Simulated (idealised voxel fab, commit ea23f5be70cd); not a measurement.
process module | voxel spacer lines
cross-section cut | 300 nm wide | cells 5 nm
A cross-section is a grid of square cells, given in bands from the top down. A band is one or more rows of cells.
Each band's line starts with the height of the band's top and of its bottom, in nm. Then come its materials from left to right, each with its width in nm. One material with "throughout" fills the band from edge to edge. "air" is empty space.
Height 0 is the level under which the wafer as received is all one material. The lowest band goes on downwards, as in "0 down".
A width such as "30 to 40" changes by the same amount from each row of cells to the next, from the band's top row to its bottom row.
"no change" after a step means that no cell of the cross-section changed.
closed voids: empty space of 8 cells or more with no open way to the top, each as width x height at its distance from the left edge, in nm
after a step's settings: what the simulator itself notes on the step
overlay nm, on a step with a mask: how far to the right of its planned place the mask lay; to the left if negative
plan
1 op RECEIVE | material Si
2 op CONFORMAL_DEP | material Al2O3 | thk nm 10
3 op DIRECTIONAL_DEP | material W | thk nm 15
4 op DIRECTIONAL_DEP | material polySi | thk nm 25
5 op PATTERN | tone cover | mask id MANDREL | material resist | width nm 15 | pitch nm 50 | thk nm 30 | overlay nm 0
6 op DIRECTIONAL_ETCH | etch materials polySi | depth nm 25
7 op STRIP | etch materials resist
8 op CONFORMAL_DEP | material SiO2 | thk nm 10
9 op DIRECTIONAL_ETCH | etch materials SiO2 | depth nm 10
10 op STRIP | etch materials polySi
11 op DIRECTIONAL_ETCH | etch materials W | depth nm 15
12 op STRIP | etch materials SiO2
13 op FILL_DEP | material SiO2 | thk nm 5
14 op CMP | height nm 25
as received, after step 1
  0 down: Si throughout
  closed voids: none
a wafer at the end: this start, this plan, one mistake
  25 to 10: SiO2 110 | W 10 | SiO2 15 | W 10 | SiO2 15 | W 10 | SiO2 15 | W 10 | SiO2 105
  10 to 0: Al2O3 throughout
  0 down: Si throughout
  closed voids: none
what went wrong: step 5 ran as: op PATTERN | tone cover | mask id MANDREL | material resist | width nm 15 | pitch nm 50 | thk nm 30 | overlay nm 5
